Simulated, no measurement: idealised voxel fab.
process module | voxel wiring stack
cross-section cut | 200 nm wide | cells 5 nm
A cross-section is a grid of square cells, given in bands from the top down. A band is one or more rows of cells.
Each band's line starts with the height of the band's top and of its bottom, in nm. Then come its materials from left to right, each with its width in nm. One material with "throughout" fills the band from edge to edge. "air" is empty space.
Height 0 is the level under which the wafer as received is all one material. The lowest band goes on downwards, as in "0 down".
A width such as "30 to 40" changes by the same amount from each row of cells to the next, from the band's top row to its bottom row.
"no change" after a step means that no cell of the cross-section changed.
closed voids: empty space of 8 cells or more with no open way to the top, each as width x height at its distance from the left edge, in nm
after a step's settings: what the simulator itself notes on the step
overlay nm, on a step with a mask: how far to the right of its planned place the mask lay; to the left if negative
plan
1 op RECEIVE | material Si
2 op CONFORMAL_DEP | material SiO2 | thk nm 15
3 op CONFORMAL_DEP | material SiN | thk nm 5
4 op DIRECTIONAL_DEP | material lowk | thk nm 25
5 op DIRECTIONAL_DEP | material aC | thk nm 10
6 op PATTERN | tone open | mask id METAL_1 | material resist | width nm 25 | pitch nm 45 | thk nm 30 | overlay nm 0
7 op DIRECTIONAL_ETCH | etch materials aC | depth nm 10
8 op STRIP | etch materials resist
9 op DIRECTIONAL_ETCH | etch materials lowk | depth nm 25
10 op DIRECTIONAL_ETCH | etch materials SiN | depth nm 5
11 op STRIP | etch materials aC
12 op CONFORMAL_DEP | material TiN | thk nm 5
13 op FILL_DEP | material Ru | thk nm 5
14 op CMP | height nm 45
15 op CONFORMAL_DEP | material SiCN | thk nm 5
16 op DIRECTIONAL_DEP | material SiO2 | thk nm 15
17 op MASKED_ETCH | tone open | mask id PLUG_1 | width nm 15 | pitch nm 45 | etch materials SiO2 | depth nm 15 | overlay nm 0
18 op MASKED_ETCH | tone open | mask id PLUG_1 | width nm 15 | pitch nm 45 | etch materials SiCN | depth nm 5 | overlay nm 0
19 op EPI | material Ru | thk nm 10
20 op EPI | material Ru | thk nm 10
21 op CONFORMAL_DEP | material SiN | thk nm 5
22 op DIRECTIONAL_DEP | material lowk | thk nm 20
23 op MASKED_ETCH | tone open | mask id METAL_2 | width nm 25 | pitch nm 45 | etch materials lowk | depth nm 20 | overlay nm 0
24 op MASKED_ETCH | tone open | mask id METAL_2 | width nm 25 | pitch nm 45 | etch materials SiN | depth nm 5 | overlay nm 0
25 op CONFORMAL_DEP | material TiN | thk nm 5
26 op FILL_DEP | material Ru | thk nm 10
27 op CMP | height nm 90
28 op CONFORMAL_DEP | material SiCN | thk nm 5
29 op DIRECTIONAL_DEP | material SiO2 | thk nm 10
30 op MASKED_ETCH | tone open | mask id PLUG_2 | width nm 15 | etch materials SiO2 | depth nm 10 | overlay nm 0
31 op MASKED_ETCH | tone open | mask id PLUG_2 | width nm 15 | etch materials SiCN | depth nm 5 | overlay nm 0
32 op EPI | material Ru | thk nm 10
33 op EPI | material Ru | thk nm 5
34 op CONFORMAL_DEP | material SiN | thk nm 5
35 op DIRECTIONAL_DEP | material lowk | thk nm 20
36 op DIRECTIONAL_DEP | material aC | thk nm 15
37 op PATTERN | tone open | mask id METAL_3 | material resist | width nm 25 | pitch nm 45 | thk nm 30 | overlay nm 0
38 op DIRECTIONAL_ETCH | etch materials aC | depth nm 15
39 op STRIP | etch materials resist
40 op DIRECTIONAL_ETCH | etch materials lowk | depth nm 20
41 op DIRECTIONAL_ETCH | etch materials SiN | depth nm 5
42 op STRIP | etch materials aC
43 op CONFORMAL_DEP | material TiN | thk nm 5
44 op FILL_DEP | material Ru | thk nm 5
45 op CMP | height nm 130
46 op CONFORMAL_DEP | material SiCN | thk nm 5
first wafer, as planned
as received, after step 1
  0 down: Si throughout
  closed voids: none
after step 2
  15 to 0: SiO2 throughout
  below 0: unchanged
after step 3
  20 to 15: SiN throughout
  below 15: unchanged
after step 4
  45 to 20: lowk throughout
  below 20: unchanged
after step 5
  55 to 45: aC throughout
  below 45: unchanged
after step 6
  85 to 55: resist 65 | air 25 | resist 20 | air 25 | resist 65
  below 55: unchanged
after step 7
  75 to 55: resist 65 | air 25 | resist 20 | air 25 | resist 65
  55 to 45: aC 65 | air 25 | aC 20 | air 25 | aC 65
  below 45: unchanged
after step 8
  55 to 45: aC 65 | air 25 | aC 20 | air 25 | aC 65
  below 45: unchanged
after step 9
  55 to 45: aC 65 | air 25 | aC 20 | air 25 | aC 65
  45 to 20: lowk 65 | air 25 | lowk 20 | air 25 | lowk 65
  below 20: unchanged
after step 10
  55 to 45: aC 65 | air 25 | aC 20 | air 25 | aC 65
  45 to 20: lowk 65 | air 25 | lowk 20 | air 25 | lowk 65
  20 to 15: SiN 65 | air 25 | SiN 20 | air 25 | SiN 65
  below 15: unchanged
after step 11
  45 to 20: lowk 65 | air 25 | lowk 20 | air 25 | lowk 65
  below 20: unchanged
after step 12
  50 to 45: TiN 70 | air 15 | TiN 30 | air 15 | TiN 70
  45 to 20: lowk 65 | TiN 5 | air 15 | TiN 5 | lowk 20 | TiN 5 | air 15 | TiN 5 | lowk 65
  20 to 15: SiN 65 | TiN 25 | SiN 20 | TiN 25 | SiN 65
  below 15: unchanged
after step 13
  55 to 50: Ru throughout
  50 to 45: TiN 70 | Ru 15 | TiN 30 | Ru 15 | TiN 70
  45 to 20: lowk 65 | TiN 5 | Ru 15 | TiN 5 | lowk 20 | TiN 5 | Ru 15 | TiN 5 | lowk 65
  below 20: unchanged
after step 14
  45 to 20: lowk 65 | TiN 5 | Ru 15 | TiN 5 | lowk 20 | TiN 5 | Ru 15 | TiN 5 | lowk 65
  below 20: unchanged
after step 15
  50 to 45: SiCN throughout
  below 45: unchanged
after step 16
  65 to 50: SiO2 throughout
  below 50: unchanged
after step 17
  65 to 50: SiO2 65 | air 15 | SiO2 30 | air 15 | SiO2 75
  below 50: unchanged
after step 18
  65 to 50: SiO2 65 | air 15 | SiO2 30 | air 15 | SiO2 75
  50 to 45: SiCN 65 | air 15 | SiCN 30 | air 15 | SiCN 75
  below 45: unchanged
after step 19
  65 to 55: SiO2 65 | air 15 | SiO2 30 | air 15 | SiO2 75
  55 to 50: SiO2 65 | Ru 15 | SiO2 30 | Ru 15 | SiO2 75
  50 to 45: SiCN 65 | Ru 15 | SiCN 30 | Ru 15 | SiCN 75
  below 45: unchanged
after step 20
  65 to 50: SiO2 65 | Ru 15 | SiO2 30 | Ru 15 | SiO2 75
  below 50: unchanged
after step 21
  70 to 65: SiN throughout
  below 65: unchanged
after step 22
  90 to 70: lowk throughout
  below 70: unchanged
after step 23
  90 to 70: lowk 65 | air 25 | lowk 20 | air 25 | lowk 65
  below 70: unchanged
after step 24
  90 to 70: lowk 65 | air 25 | lowk 20 | air 25 | lowk 65
  70 to 65: SiN 65 | air 25 | SiN 20 | air 25 | SiN 65
  below 65: unchanged
after step 25
  95 to 90: TiN 70 | air 15 | TiN 30 | air 15 | TiN 70
  90 to 70: lowk 65 | TiN 5 | air 15 | TiN 5 | lowk 20 | TiN 5 | air 15 | TiN 5 | lowk 65
  70 to 65: SiN 65 | TiN 25 | SiN 20 | TiN 25 | SiN 65
  below 65: unchanged
after step 26
  105 to 95: Ru throughout
  95 to 90: TiN 70 | Ru 15 | TiN 30 | Ru 15 | TiN 70
  90 to 70: lowk 65 | TiN 5 | Ru 15 | TiN 5 | lowk 20 | TiN 5 | Ru 15 | TiN 5 | lowk 65
  below 70: unchanged
after step 27
  90 to 70: lowk 65 | TiN 5 | Ru 15 | TiN 5 | lowk 20 | TiN 5 | Ru 15 | TiN 5 | lowk 65
  below 70: unchanged
after step 28
  95 to 90: SiCN throughout
  below 90: unchanged
after step 29
  105 to 95: SiO2 throughout
  below 95: unchanged
after step 30
  105 to 95: SiO2 65 | air 15 | SiO2 120
  below 95: unchanged
after step 31
  105 to 95: SiO2 65 | air 15 | SiO2 120
  95 to 90: SiCN 65 | air 15 | SiCN 120
  below 90: unchanged
after step 32
  105 to 100: SiO2 65 | air 15 | SiO2 120
  100 to 95: SiO2 65 | Ru 15 | SiO2 120
  95 to 90: SiCN 65 | Ru 15 | SiCN 120
  below 90: unchanged
after step 33
  105 to 95: SiO2 65 | Ru 15 | SiO2 120
  below 95: unchanged
after step 34
  110 to 105: SiN throughout
  below 105: unchanged
after step 35
  130 to 110: lowk throughout
  below 110: unchanged
after step 36
  145 to 130: aC throughout
  below 130: unchanged
after step 37
  175 to 145: resist 65 | air 25 | resist 20 | air 25 | resist 65
  below 145: unchanged
after step 38
  160 to 145: resist 65 | air 25 | resist 20 | air 25 | resist 65
  145 to 130: aC 65 | air 25 | aC 20 | air 25 | aC 65
  below 130: unchanged
after step 39
  145 to 130: aC 65 | air 25 | aC 20 | air 25 | aC 65
  below 130: unchanged
after step 40
  145 to 130: aC 65 | air 25 | aC 20 | air 25 | aC 65
  130 to 110: lowk 65 | air 25 | lowk 20 | air 25 | lowk 65
  below 110: unchanged
after step 41
  145 to 130: aC 65 | air 25 | aC 20 | air 25 | aC 65
  130 to 110: lowk 65 | air 25 | lowk 20 | air 25 | lowk 65
  110 to 105: SiN 65 | air 25 | SiN 20 | air 25 | SiN 65
  below 105: unchanged
after step 42
  130 to 110: lowk 65 | air 25 | lowk 20 | air 25 | lowk 65
  below 110: unchanged
after step 43
  135 to 130: TiN 70 | air 15 | TiN 30 | air 15 | TiN 70
  130 to 110: lowk 65 | TiN 5 | air 15 | TiN 5 | lowk 20 | TiN 5 | air 15 | TiN 5 | lowk 65
  110 to 105: SiN 65 | TiN 25 | SiN 20 | TiN 25 | SiN 65
  below 105: unchanged
after step 44
  140 to 135: Ru throughout
  135 to 130: TiN 70 | Ru 15 | TiN 30 | Ru 15 | TiN 70
  130 to 110: lowk 65 | TiN 5 | Ru 15 | TiN 5 | lowk 20 | TiN 5 | Ru 15 | TiN 5 | lowk 65
  below 110: unchanged
after step 45
  130 to 110: lowk 65 | TiN 5 | Ru 15 | TiN 5 | lowk 20 | TiN 5 | Ru 15 | TiN 5 | lowk 65
  below 110: unchanged
after step 46
  135 to 130: SiCN throughout
  below 130: unchanged
second wafer: like start, like plan, one mistake. Through step 22 it matches the first wafer
when step 23 should have ended
  90 to 70: air 65 | lowk 25 | air 20 | lowk 25 | air 65
  below 70: unchanged
when step 24 should have ended: no change
when step 25 should have ended
  95 to 90: air 60 | TiN 35 | air 10 | TiN 35 | air 60
  90 to 75: air 60 | TiN 5 | lowk 25 | TiN 5 | air 10 | TiN 5 | lowk 25 | TiN 5 | air 60
  75 to 70: TiN 65 | lowk 25 | TiN 20 | lowk 25 | TiN 65
  below 70: unchanged
when step 26 should have ended
  105 to 95: Ru throughout
  95 to 90: Ru 60 | TiN 35 | Ru 10 | TiN 35 | Ru 60
  90 to 75: Ru 60 | TiN 5 | lowk 25 | TiN 5 | Ru 10 | TiN 5 | lowk 25 | TiN 5 | Ru 60
  below 75: unchanged
when step 27 should have ended
  90 to 75: Ru 60 | TiN 5 | lowk 25 | TiN 5 | Ru 10 | TiN 5 | lowk 25 | TiN 5 | Ru 60
  below 75: unchanged
when step 28 should have ended
  95 to 90: SiCN throughout
  below 90: unchanged
when step 29 should have ended
  105 to 95: SiO2 throughout
  below 95: unchanged
when step 30 should have ended
  105 to 95: SiO2 65 | air 15 | SiO2 120
  below 95: unchanged
when step 31 should have ended
  105 to 95: SiO2 65 | air 15 | SiO2 120
  95 to 90: SiCN 65 | air 15 | SiCN 120
  below 90: unchanged
when step 32 should have ended: no change
when step 33 should have ended: no change
when step 34 should have ended
  110 to 105: SiN 70 | air 5 | SiN 125
  105 to 95: SiO2 65 | SiN 5 | air 5 | SiN 5 | SiO2 120
  95 to 90: SiCN 65 | SiN 15 | SiCN 120
  below 90: unchanged
when step 35 should have ended
  130 to 115: lowk 70 | air 5 | lowk 125
  115 to 110: lowk throughout
  110 to 105: SiN 70 | lowk 5 | SiN 125
  105 to 95: SiO2 65 | SiN 5 | lowk 5 | SiN 5 | SiO2 120
  below 95: unchanged
when step 36 should have ended
  145 to 130: aC 70 | air 5 | aC 125
  130 to 115: lowk 70 | aC 5 | lowk 125
  below 115: unchanged
when step 37 should have ended
  175 to 145: resist 65 | air 25 | resist 20 | air 25 | resist 65
  below 145: unchanged
when step 38 should have ended
  160 to 145: resist 65 | air 25 | resist 20 | air 25 | resist 65
  145 to 130: aC 65 | air 25 | aC 20 | air 25 | aC 65
  130 to 115: lowk 70 | air 5 | lowk 125
  below 115: unchanged
when step 39 should have ended
  145 to 130: aC 65 | air 25 | aC 20 | air 25 | aC 65
  below 130: unchanged
when step 40 should have ended
  145 to 130: aC 65 | air 25 | aC 20 | air 25 | aC 65
  130 to 110: lowk 65 | air 25 | lowk 20 | air 25 | lowk 65
  110 to 105: SiN 70 | air 5 | SiN 125
  105 to 95: SiO2 65 | SiN 5 | air 5 | SiN 5 | SiO2 120
  below 95: unchanged
when step 41 should have ended
  145 to 130: aC 65 | air 25 | aC 20 | air 25 | aC 65
  130 to 110: lowk 65 | air 25 | lowk 20 | air 25 | lowk 65
  110 to 105: SiN 65 | air 25 | SiN 20 | air 25 | SiN 65
  105 to 95: SiO2 65 | SiN 5 | air 5 | SiN 5 | SiO2 120
  95 to 90: SiCN 65 | SiN 5 | air 5 | SiN 5 | SiCN 120
  below 90: unchanged
when step 42 should have ended
  130 to 110: lowk 65 | air 25 | lowk 20 | air 25 | lowk 65
  below 110: unchanged
when step 43 should have ended
  135 to 130: TiN 70 | air 15 | TiN 30 | air 15 | TiN 70
  130 to 110: lowk 65 | TiN 5 | air 15 | TiN 5 | lowk 20 | TiN 5 | air 15 | TiN 5 | lowk 65
  110 to 105: SiN 65 | TiN 25 | SiN 20 | TiN 25 | SiN 65
  105 to 95: SiO2 65 | SiN 5 | TiN 5 | SiN 5 | SiO2 120
  95 to 90: SiCN 65 | SiN 5 | TiN 5 | SiN 5 | SiCN 120
  below 90: unchanged
when step 44 should have ended
  140 to 135: Ru throughout
  135 to 130: TiN 70 | Ru 15 | TiN 30 | Ru 15 | TiN 70
  130 to 110: lowk 65 | TiN 5 | Ru 15 | TiN 5 | lowk 20 | TiN 5 | Ru 15 | TiN 5 | lowk 65
  below 110: unchanged
when step 45 should have ended
  130 to 110: lowk 65 | TiN 5 | Ru 15 | TiN 5 | lowk 20 | TiN 5 | Ru 15 | TiN 5 | lowk 65
  below 110: unchanged
when step 46 should have ended
  135 to 130: SiCN throughout
  below 130: unchanged
what went wrong: step 23 ran as: op MASKED_ETCH | tone cover | mask id METAL_2 | width nm 25 | pitch nm 45 | etch materials lowk | depth nm 20 | overlay nm 0
at the end the second wafer has, in cells: 45 more of Ru | 16 more of SiN | 19 more of TiN | 80 fewer of lowk
